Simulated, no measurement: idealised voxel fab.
The following is a process module called voxel double patterning.
The figure presents cross-section cut, which has a width of 175 nm and is divided into square cells with an edge length of 5 nm.
Cross-section spec: square-cell grid; bands listed top down; each band is one or more rows.
This entry defines a band. It first specifies the height of the band's top and the height of its bottom in nm, and then specifies the band's materials from left to right, stating each material with its width in nm. The word "everywhere" identifies a single material that fills the band from edge to edge, while the word "empty" identifies empty space.
Beneath 0, the wafer as received is one material, and that level is where height counting begins. The lowest band goes on downward without a bottom; it is written like "0 down".
A width given as "30 to 40" starts at the first number in the band's top row and ends at the second number in its bottom row, shifting by an equal amount at every step from row to row.
"everything unchanged" (step): cross-section cells unchanged, all of them.
Empty spaces counting at least 8 cells and having no open way to the top are listed in "closed voids". The notation width x height at distance is used for each, the distance being from the left edge and all three values in nm.
Formally, on a step line, whatever follows the settings is a remark that the simulator itself makes on the step.
For masked steps, "overlay nm" on the step line gives how far right of plan the mask actually lay; a minus sign means it lay to the left.
Guide to the pairs. Each holds a before and an after cross-section around one process step; the after cross-section is cut off at the lowest band that changed. Look under the pair for the step between them and its settings. Pairs can come from different runs of this module on the same starting wafer, so a pair follows on from the one above it only where its entry headed "Pre-step cross-section" says it does.

Pre-step cross-section
* 30 to 25 = 55 SiCN, then 15 empty, then 35 SiCN, then 15 empty, then 55 SiCN
* 25 to 0 = SiN everywhere
* 0 down = Si everywhere
* closed voids: none

Post-Step Snapshot
* 45 to 40 = 55 aC, then 15 empty, then 35 aC, then 15 empty, then 55 aC
* 40 to 30 = aC everywhere
* 30 to 25 = 55 SiCN, then 15 aC, then 35 SiCN, then 15 aC, then 55 SiCN
* Everything under 25 stays put, no change at all.
* closed voids: none
So what happens between those two cross-sections up there? DIRECTIONAL_DEP (material aC; thk nm 15)

Pre-step cross-section: unchanged from the after cross-section in the pair immediately above; refer to that figure.

Post-Step Snapshot
* 80 to 45 = 80 resist, then 15 empty, then 80 resist
* 45 to 40 = 55 aC, then 15 resist, then 35 aC, then 15 resist, then 55 aC
* Everything under 40 stays put, no change at all.
* closed voids: none
So what happens between those two cross-sections up there? PATTERN (tone open; mask id SECOND; material resist; width nm 15; thk nm 35; overlay nm 0)

Pre-step cross-section: unchanged from the after cross-section in the pair immediately above; refer to that figure.

Post-Step Snapshot
* 65 to 45 = 80 resist, then 15 empty, then 80 resist
* 45 to 40 = 55 aC, then 15 resist, then 10 aC, then 15 empty, then 10 aC, then 15 resist, then 55 aC
* 40 to 30 = 80 aC, then 15 empty, then 80 aC
* Everything under 30 stays put, no change at all.
* closed voids: none
So what happens between those two cross-sections up there? DIRECTIONAL_ETCH (etch materials aC; depth nm 15)

Pre-step cross-section: unchanged from the after cross-section in the pair immediately above; refer to that figure.

Post-Step Snapshot
* 45 to 40 = 55 aC, then 15 empty, then 10 aC, then 15 empty, then 10 aC, then 15 empty, then 55 aC
* Everything under 40 stays put, no change at all.
* closed voids: none
So what happens between those two cross-sections up there? STRIP (etch materials resist)

Pre-step cross-section: unchanged from the after cross-section in the pair immediately above; refer to that figure.

Post-Step Snapshot
* 45 to 40 = 55 aC, then 15 empty, then 10 aC, then 15 empty, then 10 aC, then 15 empty, then 55 aC
* 40 to 30 = 80 aC, then 15 empty, then 80 aC
* 30 to 25 = 55 SiCN, then 15 aC, then 10 SiCN, then 15 empty, then 10 SiCN, then 15 aC, then 55 SiCN
* Everything under 25 stays put, no change at all.
* closed voids: none
So what happens between those two cross-sections up there? DIRECTIONAL_ETCH (etch materials SiCN; depth nm 5)

Pre-step cross-section: unchanged from the after cross-section in the pair immediately above; refer to that figure.

Post-Step Snapshot
* 30 to 25 = 55 SiCN, then 15 empty, then 10 SiCN, then 15 empty, then 10 SiCN, then 15 empty, then 55 SiCN
* Everything under 25 stays put, no change at all.
* closed voids: none
So what happens between those two cross-sections up there? STRIP (etch materials aC)

Pre-step cross-section: unchanged from the after cross-section in the pair immediately above; refer to that figure.

Post-Step Snapshot
* 25 to 0 = SiN everywhere
* Everything under 0 stays put, no change at all.
* closed voids: none
So what happens between those two cross-sections up there? STRIP (etch materials SiCN)

Pre-step cross-section
* 30 to 25 = SiCN everywhere
* 25 to 10 = SiO2 everywhere
* 10 to 0 = SiN everywhere
* 0 down = Si everywhere
* closed voids: none

Post-Step Snapshot
* 30 to 25 = 55 empty, then 15 SiCN, then 35 empty, then 15 SiCN, then 55 empty
* Everything under 25 stays put, no change at all.
* closed voids: none
So what happens between those two cross-sections up there? MASKED_ETCH (tone cover; mask id FIRST; width nm 15; pitch nm 50; etch materials SiCN; depth nm 5; overlay nm 0)

Pre-step cross-section: unchanged from the after cross-section in the pair immediately above; refer to that figure.

Post-Step Snapshot
* 45 to 40 = 55 empty, then 15 aC, then 35 empty, then 15 aC, then 55 empty
* 40 to 30 = aC everywhere
* 30 to 25 = 55 aC, then 15 SiCN, then 35 aC, then 15 SiCN, then 55 aC
* Everything under 25 stays put, no change at all.
* closed voids: none
So what happens between those two cross-sections up there? DIRECTIONAL_DEP (material aC; thk nm 15)

Pre-step cross-section: unchanged from the after cross-section in the pair immediately above; refer to that figure.

Post-Step Snapshot
* 80 to 45 = 80 resist, then 15 empty, then 80 resist
* 45 to 40 = 55 resist, then 15 aC, then 10 resist, then 15 empty, then 10 resist, then 15 aC, then 55 resist
* Everything under 40 stays put, no change at all.
* closed voids: none
So what happens between those two cross-sections up there? PATTERN (tone open; mask id SECOND; material resist; width nm 15; thk nm 35; overlay nm 0)

Pre-step cross-section: unchanged from the after cross-section in the pair immediately above; refer to that figure.

Post-Step Snapshot
* 65 to 45 = 80 resist, then 15 empty, then 80 resist
* 45 to 40 = 55 resist, then 15 aC, then 10 resist, then 15 empty, then 10 resist, then 15 aC, then 55 resist
* 40 to 30 = 80 aC, then 15 empty, then 80 aC
* 30 to 25 = 55 aC, then 15 SiCN, then 10 aC, then 15 empty, then 10 aC, then 15 SiCN, then 55 aC
* Everything under 25 stays put, no change at all.
* closed voids: none
So what happens between those two cross-sections up there? DIRECTIONAL_ETCH (etch materials aC; depth nm 15)

Pre-step cross-section: unchanged from the after cross-section in the pair immediately above; refer to that figure.

Post-Step Snapshot
* 45 to 40 = 55 empty, then 15 aC, then 35 empty, then 15 aC, then 55 empty
* Everything under 40 stays put, no change at all.
* closed voids: none
So what happens between those two cross-sections up there? STRIP (etch materials resist)

Pre-step cross-section: unchanged from the after cross-section in the pair immediately above; refer to that figure.

Post-Step Snapshot
* 30 to 25 = 55 empty, then 15 SiCN, then 35 empty, then 15 SiCN, then 55 empty
* Everything under 25 stays put, no change at all.
* closed voids: none
So what happens between those two cross-sections up there? STRIP (etch materials aC)

Pre-step cross-section: unchanged from the after cross-section in the pair immediately above; refer to that figure.

Post-Step Snapshot
* 30 to 25 = 55 empty, then 15 SiCN, then 35 empty, then 15 SiCN, then 55 empty
* 25 to 10 = 55 empty, then 15 SiO2, then 35 empty, then 15 SiO2, then 55 empty
* Everything under 10 stays put, no change at all.
* closed voids: none
So what happens between those two cross-sections up there? DIRECTIONAL_ETCH (etch materials SiO2; depth nm 15)

Pre-step cross-section: unchanged from the after cross-section in the pair immediately above; refer to that figure.

Post-Step Snapshot
* 25 to 10 = 55 empty, then 15 SiO2, then 35 empty, then 15 SiO2, then 55 empty
* Everything under 10 stays put, no change at all.
* closed voids: none
So what happens between those two cross-sections up there? STRIP (etch materials SiCN)
